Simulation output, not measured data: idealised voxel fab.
Process module name: voxel local oxidation
Shown is cross-section cut, with a width of 265 nm and square cells of size 5 nm.
Just so we're on the same page, the cross-sections are grids of square cells, and they're listed out in bands top to bottom, each band one or more rows deep.
Band entry format. Leading values: height of top, height of bottom, nm. Remainder: materials in left-to-right order, each with its width in nm. Special words: "everywhere" on a single material, which then fills the band edge to edge; "air", empty space.
Zero point of the height axis is 0; under it, received wafer = one material. Lowest band: continues down indefinitely, "0..down".
It should be noted that a width expressed as "30->40" varies in equal increments from row to row of cells within the band, taking the value of the first number at the top row and that of the second number at the bottom row.
"nothing was modified" after a step means that no cell of the cross-section changed.
Unvented voids: empty space of 8 cells or more with no open way to the top, each as width x height at its distance from the left edge, in nm
The remark found on a step's line after its settings is issued by the simulator itself and pertains to that step.
The line of a step may include "overlay nm". On a step with a mask, this value is how far to the right of its planned place the mask lay. A negative value means the mask lay to the left.
Planned process steps:
| 1 | RECEIVE | material Si |
| 2 | OXIDIZE | depth nm 5 |
| 3 | CONFORMAL_DEP | material SiN | thk nm 10 |
| 4 | MASKED_ETCH | tone cover | mask id ACTIVE | width nm 130 | etch materials SiN | depth nm 10 | overlay nm 0 |
| 5 | SELECTIVE_ETCH | etch materials SiO2 | depth nm 5 |
| 6 | OXIDIZE | depth nm 15 |
| 7 | STRIP | etch materials SiN |
So this is the incoming wafer in cross-section - it's already been through step 1:
  0..down | Si everywhere
  Unvented voids: none
As-planned run: cross-section of the first of two wafers at end of module:
  0..-5 | air (70); SiO2 (120); air (75)
  -5..-20 | SiO2 (85); Si (90); SiO2 (90)
  -20..down | Si everywhere
  Unvented voids: none
End of module, second wafer, cross-section. Started like the first, planned like the first, run with one mistake:
  5..-5 | SiO2 everywhere
  -5..down | Si everywhere
  Unvented voids: none
Deviation from plan: note that step 3 departed from the planned setting and was carried out as CONFORMAL_DEP | material SiO2 | thk nm 10
Upon completion, the second wafer contains, in terms of cells, a greater or smaller amount of certain materials than the first wafer: Si: 105 more; SiO2: 23 fewer
